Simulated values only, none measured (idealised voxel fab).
process module | voxel self aligned vias
cross-section cut | 250 nm wide | cells 5 nm
A cross-section is a grid of square cells, given in bands from the top down. A band is one or more rows of cells.
Each band's line starts with the height of the band's top and of its bottom, in nm. Then come its materials from left to right, each with its width in nm. One material with "throughout" fills the band from edge to edge. "air" is empty space.
Height 0 is the level under which the wafer as received is all one material. The lowest band goes on downwards, as in "0 down".
A width such as "30 to 40" changes by the same amount from each row of cells to the next, from the band's top row to its bottom row.
"no change" after a step means that no cell of the cross-section changed.
closed voids: empty space of 8 cells or more with no open way to the top, each as width x height at its distance from the left edge, in nm
after a step's settings: what the simulator itself notes on the step
overlay nm, on a step with a mask: how far to the right of its planned place the mask lay; to the left if negative
plan
1 op RECEIVE | material Si
2 op CONFORMAL_DEP | material SiO2 | thk nm 15
3 op CONFORMAL_DEP | material SiCN | thk nm 5
4 op DIRECTIONAL_DEP | material lowk | thk nm 25
5 op MASKED_ETCH | tone open | mask id LINES | width nm 25 | pitch nm 60 | etch materials lowk | depth nm 25 | overlay nm 0
6 op CONFORMAL_DEP | material TiN | thk nm 5
7 op FILL_DEP | material W | thk nm 5
8 op CMP | height nm 45
9 op SELECTIVE_ETCH | etch materials W Ru TiN | depth nm 10
10 op FILL_DEP | material SiN | thk nm 5
11 op CMP | height nm 45
12 op DIRECTIONAL_DEP | material lowk | thk nm 20
13 op DIRECTIONAL_DEP | material aC | thk nm 10
14 op PATTERN | tone open | mask id VIAS | material resist | width nm 45 | pitch nm 60 | thk nm 30 | overlay nm 0
15 op DIRECTIONAL_ETCH | etch materials aC | depth nm 10
16 op STRIP | etch materials resist
17 op DIRECTIONAL_ETCH | etch materials lowk | depth nm 20
18 op DIRECTIONAL_ETCH | etch materials SiN | depth nm 10
19 op STRIP | etch materials aC
20 op CONFORMAL_DEP | material TiN | thk nm 5
21 op FILL_DEP | material Cu | thk nm 10
22 op CMP | height nm 65
23 op CONFORMAL_DEP | material SiCN | thk nm 5
as received, after step 1
  0 down: Si throughout
  closed voids: none
first wafer at the end, as planned
  70 to 65: SiCN throughout
  65 to 50: lowk 70 | TiN 5 | Cu 35 | TiN 5 | lowk 15 | TiN 5 | Cu 35 | TiN 5 | lowk 75
  50 to 40: lowk 70 to 80 | TiN 15 to 5 | Cu 15 | TiN 15 to 5 | lowk 15 to 35 | TiN 15 to 5 | Cu 15 | TiN 15 to 5 | lowk 75 to 85
  40 to 35: lowk 80 | TiN 25 | lowk 35 | TiN 25 | lowk 85
  35 to 25: lowk 80 | TiN 5 | W 15 | TiN 5 | lowk 35 | TiN 5 | W 15 | TiN 5 | lowk 85
  25 to 20: lowk 80 | TiN 25 | lowk 35 | TiN 25 | lowk 85
  20 to 15: SiCN throughout
  15 to 0: SiO2 throughout
  0 down: Si throughout
  closed voids: none
second wafer at the end: like start, like plan, one mistake
  70 to 65: SiCN throughout
  65 to 50: lowk 70 | TiN 5 | Cu 35 | TiN 5 | lowk 15 | TiN 5 | Cu 35 | TiN 5 | lowk 75
  50 to 40: lowk 70 to 80 | TiN 15 to 5 | Cu 15 | TiN 15 to 5 | lowk 15 to 35 | TiN 15 to 5 | Cu 15 | TiN 15 to 5 | lowk 75 to 85
  40 to 35: lowk 80 | TiN 25 | lowk 35 | TiN 25 | lowk 85
  35 to 25: lowk 80 | TiN 5 | W 15 | TiN 5 | lowk 35 | TiN 5 | W 15 | TiN 5 | lowk 85
  25 to 20: lowk 80 | TiN 25 | lowk 35 | TiN 25 | lowk 85
  20 to 5: SiO2 throughout
  5 to 0: SiCN throughout
  0 down: Si throughout
  closed voids: none
what went wrong: steps 2 and 3 were swapped
at the end the second wafer has, in cells: as many of each material as the first, in other places
